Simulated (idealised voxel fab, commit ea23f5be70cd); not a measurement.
process module | voxel air gaps
cross-section cut | 295 nm wide | cells 5 nm
A cross-section is a grid of square cells, given in bands from the top down. A band is one or more rows of cells.
Each band's line starts with the height of the band's top and of its bottom, in nm. Then come its materials from left to right, each with its width in nm. One material with "throughout" fills the band from edge to edge. "air" is empty space.
Height 0 is the level under which the wafer as received is all one material. The lowest band goes on downwards, as in "0 down".
A width such as "30 to 40" changes by the same amount from each row of cells to the next, from the band's top row to its bottom row.
"no change" after a step means that no cell of the cross-section changed.
closed voids: empty space of 8 cells or more with no open way to the top, each as width x height at its distance from the left edge, in nm
after a step's settings: what the simulator itself notes on the step
overlay nm, on a step with a mask: how far to the right of its planned place the mask lay; to the left if negative
plan
1 op RECEIVE | material Si
2 op CONFORMAL_DEP | material SiO2 | thk nm 10
3 op CONFORMAL_DEP | material SiCN | thk nm 5
4 op DIRECTIONAL_DEP | material SiO2 | thk nm 40
5 op DIRECTIONAL_DEP | material aC | thk nm 15
6 op PATTERN | tone open | mask id LINES | material resist | width nm 25 | pitch nm 50 | thk nm 30 | overlay nm 0
7 op DIRECTIONAL_ETCH | etch materials aC | depth nm 15
8 op STRIP | etch materials resist
9 op DIRECTIONAL_ETCH | etch materials SiO2 | depth nm 40
10 op STRIP | etch materials aC
11 op CONFORMAL_DEP | material TiN | thk nm 5
12 op FILL_DEP | material Cu | thk nm 10
13 op CMP | height nm 55
14 op EPI | material Ru | thk nm 10
15 op SELECTIVE_ETCH | etch materials SiO2 | depth nm 50
16 op CONFORMAL_DEP | material SiCN | thk nm 5
as received, after step 1
  0 down: Si throughout
  closed voids: none
first wafer at the end, as planned
  70 to 65: air 45 | SiCN 205 | air 45
  65 to 55: air 45 | SiCN 5 | Ru 45 | SiCN 5 | Ru 45 | SiCN 5 | Ru 45 | SiCN 5 | Ru 45 | SiCN 5 | air 45
  55 to 50: air 45 | SiCN 15 | TiN 5 | Cu 15 | TiN 5 | SiCN 25 | TiN 5 | Cu 15 | TiN 5 | SiCN 25 | TiN 5 | Cu 15 | TiN 5 | SiCN 25 | TiN 5 | Cu 15 | TiN 5 | SiCN 15 | air 45
  50 to 20: air 55 | SiCN 5 | TiN 5 | Cu 15 | TiN 5 | SiCN 5 | air 15 | SiCN 5 | TiN 5 | Cu 15 | TiN 5 | SiCN 5 | air 15 | SiCN 5 | TiN 5 | Cu 15 | TiN 5 | SiCN 5 | air 15 | SiCN 5 | TiN 5 | Cu 15 | TiN 5 | SiCN 5 | air 55
  20 to 15: SiCN 60 | TiN 25 | SiCN 25 | TiN 25 | SiCN 25 | TiN 25 | SiCN 25 | TiN 25 | SiCN 60
  15 to 10: SiCN throughout
  10 to 0: SiO2 throughout
  0 down: Si throughout
  closed voids: 15 x 30 at 90; 15 x 30 at 140; 15 x 30 at 190
second wafer at the end: like start, like plan, one mistake
  75 to 70: SiCN throughout
  70 to 60: Ru throughout
  60 to 55: TiN 65 | Cu 15 | TiN 35 | Cu 15 | TiN 35 | Cu 15 | TiN 35 | Cu 15 | TiN 65
  55 to 20: SiO2 60 | TiN 5 | Cu 15 | TiN 5 | SiO2 25 | TiN 5 | Cu 15 | TiN 5 | SiO2 25 | TiN 5 | Cu 15 | TiN 5 | SiO2 25 | TiN 5 | Cu 15 | TiN 5 | SiO2 60
  20 to 15: SiO2 60 | TiN 25 | SiO2 25 | TiN 25 | SiO2 25 | TiN 25 | SiO2 25 | TiN 25 | SiO2 60
  15 to 10: SiCN throughout
  10 to 0: SiO2 throughout
  0 down: Si throughout
  closed voids: none
what went wrong: step 13 ran as: op CMP | height nm 60
at the end the second wafer has, in cells: 12 more of Cu | 46 more of Ru | 100 fewer of SiCN | 312 more of SiO2 | 47 more of TiN
closed voids at the end (first wafer, second wafer): 3, 0
